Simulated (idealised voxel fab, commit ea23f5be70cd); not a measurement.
The following is a process module called voxel self aligned contacts.
Cross-section cut spans 210 nm and uses square cells 5 nm in size.
For the purposes of this document, a cross-section shall be understood as a grid of square cells, specified as bands listed in top-to-bottom order, each band consisting of one or more rows of cells. For a band, the entry starts with two heights in nm, that of the top and then that of the bottom, and carries on with the band's materials in order from left to right, each alongside its width in nm; the word "all across" beside a single material means it fills the band edge to edge, and "air" means empty space. The level at which height equals 0 is the one under which the wafer, as it arrives, is entirely one material. No lower edge exists for the bottom band, which continues downward and is notated as in "0 and below". It should be noted that a width expressed as "30 to 40" varies in equal increments from row to row of cells within the band, taking the value of the first number at the top row and that of the second number at the bottom row. It should be understood that the words "nothing changed", when stated for a given step, signify that the cross-section underwent no change in any of its cells during that step. "Trapped void list" contains a list of empty spaces, each no smaller than 8 cells and without an open way to the top, written in the form width x height at distance with the distance from the left edge and all three in nm. Where a step's line continues beyond its settings, the continuation is a remark by the simulator itself on that step. overlay nm, on a step with a mask: how far to the right of its planned place the mask lay; to the left if negative.

PROCESS STEPS - PLAN
1: RECEIVE with material Si
2: OXIDIZE with depth nm 5
3: DIRECTIONAL_DEP with material polySi, thk nm 30
4: DIRECTIONAL_DEP with material SiN, thk nm 15
5: DIRECTIONAL_DEP with material aC, thk nm 10
6: PATTERN with tone cover, mask id GATE, material resist, width nm 25, pitch nm 55, thk nm 25, overlay nm 0
7: DIRECTIONAL_ETCH with etch materials aC, depth nm 10
8: STRIP with etch materials resist
9: DIRECTIONAL_ETCH with etch materials SiN, depth nm 15
10: DIRECTIONAL_ETCH with etch materials polySi, depth nm 30
11: STRIP with etch materials aC
12: CONFORMAL_DEP with material SiN, thk nm 5
13: DIRECTIONAL_ETCH with etch materials SiN, depth nm 5
14: FILL_DEP with material SiO2, thk nm 15
15: CMP with height nm 55
16: PATTERN with tone open, mask id CONTACT, material resist, width nm 40, pitch nm 55, thk nm 20, overlay nm 0
17: DIRECTIONAL_ETCH with etch materials SiO2, depth nm 60
18: STRIP with etch materials resist
19: CONFORMAL_DEP with material TiN, thk nm 5
20: FILL_DEP with material Ru, thk nm 10
21: CMP with height nm 55
22: CONFORMAL_DEP with material SiN, thk nm 5

RUN AS PLANNED: FIRST OF TWO WAFERS

SO THIS IS THE INCOMING WAFER IN CROSS-SECTION - IT'S ALREADY BEEN THROUGH STEP 1
  0 and below = Si all across
  Trapped void list: none

CROSS-SECTION THROUGH THE WAFER, STEP 2 FINISHED
  0 down to -5 = SiO2 all across
  Rest of section, below -5: as before.

CROSS-SECTION THROUGH THE WAFER, STEP 3 FINISHED
  30 down to 0 = polySi all across
  Rest of section, below 0: as before.

CROSS-SECTION THROUGH THE WAFER, STEP 4 FINISHED
  45 down to 30 = SiN all across
  Rest of section, below 30: as before.

CROSS-SECTION THROUGH THE WAFER, STEP 5 FINISHED
  55 down to 45 = aC all across
  Rest of section, below 45: as before.

CROSS-SECTION THROUGH THE WAFER, STEP 6 FINISHED
  80 down to 55 = 35 nm air / 25 nm resist / 30 nm air / 25 nm resist / 30 nm air / 25 nm resist / 40 nm air
  Rest of section, below 55: as before.

CROSS-SECTION THROUGH THE WAFER, STEP 7 FINISHED
  70 down to 55 = 35 nm air / 25 nm resist / 30 nm air / 25 nm resist / 30 nm air / 25 nm resist / 40 nm air
  55 down to 45 = 35 nm air / 25 nm aC / 30 nm air / 25 nm aC / 30 nm air / 25 nm aC / 40 nm air
  Rest of section, below 45: as before.

CROSS-SECTION THROUGH THE WAFER, STEP 8 FINISHED
  55 down to 45 = 35 nm air / 25 nm aC / 30 nm air / 25 nm aC / 30 nm air / 25 nm aC / 40 nm air
  Rest of section, below 45: as before.

CROSS-SECTION THROUGH THE WAFER, STEP 9 FINISHED
  55 down to 45 = 35 nm air / 25 nm aC / 30 nm air / 25 nm aC / 30 nm air / 25 nm aC / 40 nm air
  45 down to 30 = 35 nm air / 25 nm SiN / 30 nm air / 25 nm SiN / 30 nm air / 25 nm SiN / 40 nm air
  Rest of section, below 30: as before.

CROSS-SECTION THROUGH THE WAFER, STEP 10 FINISHED
  55 down to 45 = 35 nm air / 25 nm aC / 30 nm air / 25 nm aC / 30 nm air / 25 nm aC / 40 nm air
  45 down to 30 = 35 nm air / 25 nm SiN / 30 nm air / 25 nm SiN / 30 nm air / 25 nm SiN / 40 nm air
  30 down to 0 = 35 nm air / 25 nm polySi / 30 nm air / 25 nm polySi / 30 nm air / 25 nm polySi / 40 nm air
  Rest of section, below 0: as before.

CROSS-SECTION THROUGH THE WAFER, STEP 11 FINISHED
  45 down to 30 = 35 nm air / 25 nm SiN / 30 nm air / 25 nm SiN / 30 nm air / 25 nm SiN / 40 nm air
  Rest of section, below 30: as before.

CROSS-SECTION THROUGH THE WAFER, STEP 12 FINISHED
  50 down to 30 = 30 nm air / 35 nm SiN / 20 nm air / 35 nm SiN / 20 nm air / 35 nm SiN / 35 nm air
  30 down to 5 = 30 nm air / 5 nm SiN / 25 nm polySi / 5 nm SiN / 20 nm air / 5 nm SiN / 25 nm polySi / 5 nm SiN / 20 nm air / 5 nm SiN / 25 nm polySi / 5 nm SiN / 35 nm air
  5 down to 0 = 35 nm SiN / 25 nm polySi / 30 nm SiN / 25 nm polySi / 30 nm SiN / 25 nm polySi / 40 nm SiN
  Rest of section, below 0: as before.

CROSS-SECTION THROUGH THE WAFER, STEP 13 FINISHED
  45 down to 30 = 30 nm air / 35 nm SiN / 20 nm air / 35 nm SiN / 20 nm air / 35 nm SiN / 35 nm air
  30 down to 0 = 30 nm air / 5 nm SiN / 25 nm polySi / 5 nm SiN / 20 nm air / 5 nm SiN / 25 nm polySi / 5 nm SiN / 20 nm air / 5 nm SiN / 25 nm polySi / 5 nm SiN / 35 nm air
  Rest of section, below 0: as before.

CROSS-SECTION THROUGH THE WAFER, STEP 14 FINISHED
  60 down to 45 = SiO2 all across
  45 down to 30 = 30 nm SiO2 / 35 nm SiN / 20 nm SiO2 / 35 nm SiN / 20 nm SiO2 / 35 nm SiN / 35 nm SiO2
  30 down to 0 = 30 nm SiO2 / 5 nm SiN / 25 nm polySi / 5 nm SiN / 20 nm SiO2 / 5 nm SiN / 25 nm polySi / 5 nm SiN / 20 nm SiO2 / 5 nm SiN / 25 nm polySi / 5 nm SiN / 35 nm SiO2
  Rest of section, below 0: as before.

CROSS-SECTION THROUGH THE WAFER, STEP 15 FINISHED
  55 down to 45 = SiO2 all across
  Rest of section, below 45: as before.

CROSS-SECTION THROUGH THE WAFER, STEP 16 FINISHED
  75 down to 55 = 55 nm resist / 40 nm air / 15 nm resist / 40 nm air / 60 nm resist
  Rest of section, below 55: as before.

CROSS-SECTION THROUGH THE WAFER, STEP 17 FINISHED
  75 down to 55 = 55 nm resist / 40 nm air / 15 nm resist / 40 nm air / 60 nm resist
  55 down to 45 = 55 nm SiO2 / 40 nm air / 15 nm SiO2 / 40 nm air / 60 nm SiO2
  45 down to 30 = 30 nm SiO2 / 35 nm SiN / 20 nm air / 35 nm SiN / 20 nm air / 35 nm SiN / 35 nm SiO2
  30 down to 0 = 30 nm SiO2 / 5 nm SiN / 25 nm polySi / 5 nm SiN / 20 nm air / 5 nm SiN / 25 nm polySi / 5 nm SiN / 20 nm air / 5 nm SiN / 25 nm polySi / 5 nm SiN / 35 nm SiO2
  0 down to -5 = 65 nm SiO2 / 20 nm air / 35 nm SiO2 / 20 nm air / 70 nm SiO2
  Rest of section, below -5: as before.

CROSS-SECTION THROUGH THE WAFER, STEP 18 FINISHED
  55 down to 45 = 55 nm SiO2 / 40 nm air / 15 nm SiO2 / 40 nm air / 60 nm SiO2
  Rest of section, below 45: as before.

CROSS-SECTION THROUGH THE WAFER, STEP 19 FINISHED
  60 down to 55 = 60 nm TiN / 30 nm air / 25 nm TiN / 30 nm air / 65 nm TiN
  55 down to 45 = 55 nm SiO2 / 5 to 15 nm TiN / 30 to 10 nm air / 5 to 15 nm TiN / 15 nm SiO2 / 5 to 15 nm TiN / 30 to 10 nm air / 5 to 15 nm TiN / 60 nm SiO2
  45 down to 30 = 30 nm SiO2 / 35 nm SiN / 5 nm TiN / 10 nm air / 5 nm TiN / 35 nm SiN / 5 nm TiN / 10 nm air / 5 nm TiN / 35 nm SiN / 35 nm SiO2
  30 down to 0 = 30 nm SiO2 / 5 nm SiN / 25 nm polySi / 5 nm SiN / 5 nm TiN / 10 nm air / 5 nm TiN / 5 nm SiN / 25 nm polySi / 5 nm SiN / 5 nm TiN / 10 nm air / 5 nm TiN / 5 nm SiN / 25 nm polySi / 5 nm SiN / 35 nm SiO2
  0 down to -5 = 65 nm SiO2 / 20 nm TiN / 35 nm SiO2 / 20 nm TiN / 70 nm SiO2
  Rest of section, below -5: as before.

CROSS-SECTION THROUGH THE WAFER, STEP 20 FINISHED
  70 down to 60 = Ru all across
  60 down to 55 = 60 nm TiN / 30 nm Ru / 25 nm TiN / 30 nm Ru / 65 nm TiN
  55 down to 45 = 55 nm SiO2 / 5 to 15 nm TiN / 30 to 10 nm Ru / 5 to 15 nm TiN / 15 nm SiO2 / 5 to 15 nm TiN / 30 to 10 nm Ru / 5 to 15 nm TiN / 60 nm SiO2
  45 down to 30 = 30 nm SiO2 / 35 nm SiN / 5 nm TiN / 10 nm Ru / 5 nm TiN / 35 nm SiN / 5 nm TiN / 10 nm Ru / 5 nm TiN / 35 nm SiN / 35 nm SiO2
  30 down to 0 = 30 nm SiO2 / 5 nm SiN / 25 nm polySi / 5 nm SiN / 5 nm TiN / 10 nm Ru / 5 nm TiN / 5 nm SiN / 25 nm polySi / 5 nm SiN / 5 nm TiN / 10 nm Ru / 5 nm TiN / 5 nm SiN / 25 nm polySi / 5 nm SiN / 35 nm SiO2
  Rest of section, below 0: as before.

CROSS-SECTION THROUGH THE WAFER, STEP 21 FINISHED
  55 down to 45 = 55 nm SiO2 / 5 to 15 nm TiN / 30 to 10 nm Ru / 5 to 15 nm TiN / 15 nm SiO2 / 5 to 15 nm TiN / 30 to 10 nm Ru / 5 to 15 nm TiN / 60 nm SiO2
  Rest of section, below 45: as before.

CROSS-SECTION THROUGH THE WAFER, STEP 22 FINISHED
  60 down to 55 = SiN all across
  Rest of section, below 55: as before.

SECOND WAFER (IDENTICAL START AND PLAN, ONE PROCESSING ERROR; MATCHES FIRST WAFER THROUGH STEP 5)

SECOND WAFER CROSS-SECTION, TAKEN AS OF THE TIME THE PLAN SETS FOR STEP 6 TO BE DONE
  80 down to 55 = 35 nm resist / 25 nm air / 30 nm resist / 25 nm air / 30 nm resist / 25 nm air / 40 nm resist
  Rest of section, below 55: as before.

SECOND WAFER CROSS-SECTION, TAKEN AS OF THE TIME THE PLAN SETS FOR STEP 7 TO BE DONE
  70 down to 55 = 35 nm resist / 25 nm air / 30 nm resist / 25 nm air / 30 nm resist / 25 nm air / 40 nm resist
  55 down to 45 = 35 nm aC / 25 nm air / 30 nm aC / 25 nm air / 30 nm aC / 25 nm air / 40 nm aC
  Rest of section, below 45: as before.

SECOND WAFER CROSS-SECTION, TAKEN AS OF THE TIME THE PLAN SETS FOR STEP 8 TO BE DONE
  55 down to 45 = 35 nm aC / 25 nm air / 30 nm aC / 25 nm air / 30 nm aC / 25 nm air / 40 nm aC
  Rest of section, below 45: as before.

SECOND WAFER CROSS-SECTION, TAKEN AS OF THE TIME THE PLAN SETS FOR STEP 9 TO BE DONE
  55 down to 45 = 35 nm aC / 25 nm air / 30 nm aC / 25 nm air / 30 nm aC / 25 nm air / 40 nm aC
  45 down to 30 = 35 nm SiN / 25 nm air / 30 nm SiN / 25 nm air / 30 nm SiN / 25 nm air / 40 nm SiN
  Rest of section, below 30: as before.

SECOND WAFER CROSS-SECTION, TAKEN AS OF THE TIME THE PLAN SETS FOR STEP 10 TO BE DONE
  55 down to 45 = 35 nm aC / 25 nm air / 30 nm aC / 25 nm air / 30 nm aC / 25 nm air / 40 nm aC
  45 down to 30 = 35 nm SiN / 25 nm air / 30 nm SiN / 25 nm air / 30 nm SiN / 25 nm air / 40 nm SiN
  30 down to 0 = 35 nm polySi / 25 nm air / 30 nm polySi / 25 nm air / 30 nm polySi / 25 nm air / 40 nm polySi
  Rest of section, below 0: as before.

SECOND WAFER CROSS-SECTION, TAKEN AS OF THE TIME THE PLAN SETS FOR STEP 11 TO BE DONE
  45 down to 30 = 35 nm SiN / 25 nm air / 30 nm SiN / 25 nm air / 30 nm SiN / 25 nm air / 40 nm SiN
  Rest of section, below 30: as before.

SECOND WAFER CROSS-SECTION, TAKEN AS OF THE TIME THE PLAN SETS FOR STEP 12 TO BE DONE
  50 down to 30 = 40 nm SiN / 15 nm air / 40 nm SiN / 15 nm air / 40 nm SiN / 15 nm air / 45 nm SiN
  30 down to 5 = 35 nm polySi / 5 nm SiN / 15 nm air / 5 nm SiN / 30 nm polySi / 5 nm SiN / 15 nm air / 5 nm SiN / 30 nm polySi / 5 nm SiN / 15 nm air / 5 nm SiN / 40 nm polySi
  5 down to 0 = 35 nm polySi / 25 nm SiN / 30 nm polySi / 25 nm SiN / 30 nm polySi / 25 nm SiN / 40 nm polySi
  Rest of section, below 0: as before.

SECOND WAFER CROSS-SECTION, TAKEN AS OF THE TIME THE PLAN SETS FOR STEP 13 TO BE DONE
  45 down to 30 = 40 nm SiN / 15 nm air / 40 nm SiN / 15 nm air / 40 nm SiN / 15 nm air / 45 nm SiN
  30 down to 0 = 35 nm polySi / 5 nm SiN / 15 nm air / 5 nm SiN / 30 nm polySi / 5 nm SiN / 15 nm air / 5 nm SiN / 30 nm polySi / 5 nm SiN / 15 nm air / 5 nm SiN / 40 nm polySi
  Rest of section, below 0: as before.

SECOND WAFER CROSS-SECTION, TAKEN AS OF THE TIME THE PLAN SETS FOR STEP 14 TO BE DONE
  60 down to 45 = SiO2 all across
  45 down to 30 = 40 nm SiN / 15 nm SiO2 / 40 nm SiN / 15 nm SiO2 / 40 nm SiN / 15 nm SiO2 / 45 nm SiN
  30 down to 0 = 35 nm polySi / 5 nm SiN / 15 nm SiO2 / 5 nm SiN / 30 nm polySi / 5 nm SiN / 15 nm SiO2 / 5 nm SiN / 30 nm polySi / 5 nm SiN / 15 nm SiO2 / 5 nm SiN / 40 nm polySi
  Rest of section, below 0: as before.

SECOND WAFER CROSS-SECTION, TAKEN AS OF THE TIME THE PLAN SETS FOR STEP 15 TO BE DONE
  55 down to 45 = SiO2 all across
  Rest of section, below 45: as before.

SECOND WAFER CROSS-SECTION, TAKEN AS OF THE TIME THE PLAN SETS FOR STEP 16 TO BE DONE
  75 down to 55 = 55 nm resist / 40 nm air / 15 nm resist / 40 nm air / 60 nm resist
  Rest of section, below 55: as before.

SECOND WAFER CROSS-SECTION, TAKEN AS OF THE TIME THE PLAN SETS FOR STEP 17 TO BE DONE
  75 down to 55 = 55 nm resist / 40 nm air / 15 nm resist / 40 nm air / 60 nm resist
  55 down to 45 = 55 nm SiO2 / 40 nm air / 15 nm SiO2 / 40 nm air / 60 nm SiO2
  Rest of section, below 45: as before.

SECOND WAFER CROSS-SECTION, TAKEN AS OF THE TIME THE PLAN SETS FOR STEP 18 TO BE DONE
  55 down to 45 = 55 nm SiO2 / 40 nm air / 15 nm SiO2 / 40 nm air / 60 nm SiO2
  Rest of section, below 45: as before.

SECOND WAFER CROSS-SECTION, TAKEN AS OF THE TIME THE PLAN SETS FOR STEP 19 TO BE DONE
  60 down to 55 = 60 nm TiN / 30 nm air / 25 nm TiN / 30 nm air / 65 nm TiN
  55 down to 50 = 55 nm SiO2 / 5 nm TiN / 30 nm air / 5 nm TiN / 15 nm SiO2 / 5 nm TiN / 30 nm air / 5 nm TiN / 60 nm SiO2
  50 down to 45 = 55 nm SiO2 / 40 nm TiN / 15 nm SiO2 / 40 nm TiN / 60 nm SiO2
  Rest of section, below 45: as before.

SECOND WAFER CROSS-SECTION, TAKEN AS OF THE TIME THE PLAN SETS FOR STEP 20 TO BE DONE
  70 down to 60 = Ru all across
  60 down to 55 = 60 nm TiN / 30 nm Ru / 25 nm TiN / 30 nm Ru / 65 nm TiN
  55 down to 50 = 55 nm SiO2 / 5 nm TiN / 30 nm Ru / 5 nm TiN / 15 nm SiO2 / 5 nm TiN / 30 nm Ru / 5 nm TiN / 60 nm SiO2
  Rest of section, below 50: as before.

SECOND WAFER CROSS-SECTION, TAKEN AS OF THE TIME THE PLAN SETS FOR STEP 21 TO BE DONE
  55 down to 50 = 55 nm SiO2 / 5 nm TiN / 30 nm Ru / 5 nm TiN / 15 nm SiO2 / 5 nm TiN / 30 nm Ru / 5 nm TiN / 60 nm SiO2
  Rest of section, below 50: as before.

SECOND WAFER CROSS-SECTION, TAKEN AS OF THE TIME THE PLAN SETS FOR STEP 22 TO BE DONE
  60 down to 55 = SiN all across
  Rest of section, below 55: as before.
It is concluded that the wafer was processed incorrectly with respect to the plan, in that step 6 did not happen as planned, as run it was PATTERN with tone open, mask id GATE, material resist, width nm 25, pitch nm 55, thk nm 25, overlay nm 0
Per the end-of-run cell counts, the second wafer holds more or fewer of some materials than the first: Ru -40; SiN +36; SiO2 -28; TiN -40; polySi +72
